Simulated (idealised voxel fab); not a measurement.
process module | voxel spacer lines
cross-section cut | 245 nm wide | cells 5 nm
A cross-section is a grid of square cells, given in bands from the top down. A band is one or more rows of cells.
Each band's line starts with the height of the band's top and of its bottom, in nm. Then come its materials from left to right, each with its width in nm. One material with "throughout" fills the band from edge to edge. "air" is empty space.
Height 0 is the level under which the wafer as received is all one material. The lowest band goes on downwards, as in "0 down".
A width such as "30 to 40" changes by the same amount from each row of cells to the next, from the band's top row to its bottom row.
"no change" after a step means that no cell of the cross-section changed.
closed voids: empty space of 8 cells or more with no open way to the top, each as width x height at its distance from the left edge, in nm
after a step's settings: what the simulator itself notes on the step
overlay nm, on a step with a mask: how far to the right of its planned place the mask lay; to the left if negative
plan
1 op RECEIVE | material Si
2 op CONFORMAL_DEP | material Al2O3 | thk nm 10
3 op DIRECTIONAL_DEP | material TiN | thk nm 10
4 op DIRECTIONAL_DEP | material aC | thk nm 20
5 op PATTERN | tone cover | mask id MANDREL | material resist | width nm 20 | pitch nm 70 | thk nm 30 | overlay nm 0
6 op DIRECTIONAL_ETCH | etch materials aC | depth nm 20
7 op STRIP | etch materials resist
8 op CONFORMAL_DEP | material SiO2 | thk nm 15
9 op DIRECTIONAL_ETCH | etch materials SiO2 | depth nm 15
10 op STRIP | etch materials aC
11 op DIRECTIONAL_ETCH | etch materials TiN | depth nm 10
12 op STRIP | etch materials SiO2
first wafer, as planned
as received, after step 1
  0 down: Si throughout
  closed voids: none
after step 2
  10 to 0: Al2O3 throughout
  below 0: unchanged
after step 3
  20 to 10: TiN throughout
  below 10: unchanged
after step 4
  40 to 20: aC throughout
  below 20: unchanged
after step 5
  70 to 40: air 40 | resist 20 | air 50 | resist 20 | air 50 | resist 20 | air 45
  below 40: unchanged
after step 6
  50 to 40: air 40 | resist 20 | air 50 | resist 20 | air 50 | resist 20 | air 45
  40 to 20: air 40 | aC 20 | air 50 | aC 20 | air 50 | aC 20 | air 45
  below 20: unchanged
after step 7
  40 to 20: air 40 | aC 20 | air 50 | aC 20 | air 50 | aC 20 | air 45
  below 20: unchanged
after step 8
  55 to 40: air 25 | SiO2 50 | air 20 | SiO2 50 | air 20 | SiO2 50 | air 30
  40 to 35: air 25 | SiO2 15 | aC 20 | SiO2 15 | air 20 | SiO2 15 | aC 20 | SiO2 15 | air 20 | SiO2 15 | aC 20 | SiO2 15 | air 30
  35 to 20: SiO2 40 | aC 20 | SiO2 50 | aC 20 | SiO2 50 | aC 20 | SiO2 45
  below 20: unchanged
after step 9
  40 to 20: air 25 | SiO2 15 | aC 20 | SiO2 15 | air 20 | SiO2 15 | aC 20 | SiO2 15 | air 20 | SiO2 15 | aC 20 | SiO2 15 | air 30
  below 20: unchanged
after step 10
  40 to 20: air 25 | SiO2 15 | air 20 | SiO2 15 | air 20 | SiO2 15 | air 20 | SiO2 15 | air 20 | SiO2 15 | air 20 | SiO2 15 | air 30
  below 20: unchanged
after step 11
  40 to 20: air 25 | SiO2 15 | air 20 | SiO2 15 | air 20 | SiO2 15 | air 20 | SiO2 15 | air 20 | SiO2 15 | air 20 | SiO2 15 | air 30
  20 to 10: air 25 | TiN 15 | air 20 | TiN 15 | air 20 | TiN 15 | air 20 | TiN 15 | air 20 | TiN 15 | air 20 | TiN 15 | air 30
  below 10: unchanged
after step 12
  20 to 10: air 25 | TiN 15 | air 20 | TiN 15 | air 20 | TiN 15 | air 20 | TiN 15 | air 20 | TiN 15 | air 20 | TiN 15 | air 30
  below 10: unchanged
second wafer: like start, like plan, one mistake. Through step 7 it matches the first wafer
when step 8 should have ended
  45 to 40: air 35 | SiO2 30 | air 40 | SiO2 30 | air 40 | SiO2 30 | air 40
  40 to 25: air 35 | SiO2 5 | aC 20 | SiO2 5 | air 40 | SiO2 5 | aC 20 | SiO2 5 | air 40 | SiO2 5 | aC 20 | SiO2 5 | air 40
  25 to 20: SiO2 40 | aC 20 | SiO2 50 | aC 20 | SiO2 50 | aC 20 | SiO2 45
  below 20: unchanged
when step 9 should have ended
  40 to 30: air 40 | aC 20 | air 50 | aC 20 | air 50 | aC 20 | air 45
  30 to 20: air 35 | SiO2 5 | aC 20 | SiO2 5 | air 40 | SiO2 5 | aC 20 | SiO2 5 | air 40 | SiO2 5 | aC 20 | SiO2 5 | air 40
  below 20: unchanged
when step 10 should have ended
  30 to 20: air 35 | SiO2 5 | air 20 | SiO2 5 | air 40 | SiO2 5 | air 20 | SiO2 5 | air 40 | SiO2 5 | air 20 | SiO2 5 | air 40
  below 20: unchanged
when step 11 should have ended
  30 to 20: air 35 | SiO2 5 | air 20 | SiO2 5 | air 40 | SiO2 5 | air 20 | SiO2 5 | air 40 | SiO2 5 | air 20 | SiO2 5 | air 40
  20 to 10: air 35 | TiN 5 | air 20 | TiN 5 | air 40 | TiN 5 | air 20 | TiN 5 | air 40 | TiN 5 | air 20 | TiN 5 | air 40
  below 10: unchanged
when step 12 should have ended
  20 to 10: air 35 | TiN 5 | air 20 | TiN 5 | air 40 | TiN 5 | air 20 | TiN 5 | air 40 | TiN 5 | air 20 | TiN 5 | air 40
  below 10: unchanged
what went wrong: step 8 ran as: op CONFORMAL_DEP | material SiO2 | thk nm 5
at the end the second wafer has, in cells: 24 fewer of TiN
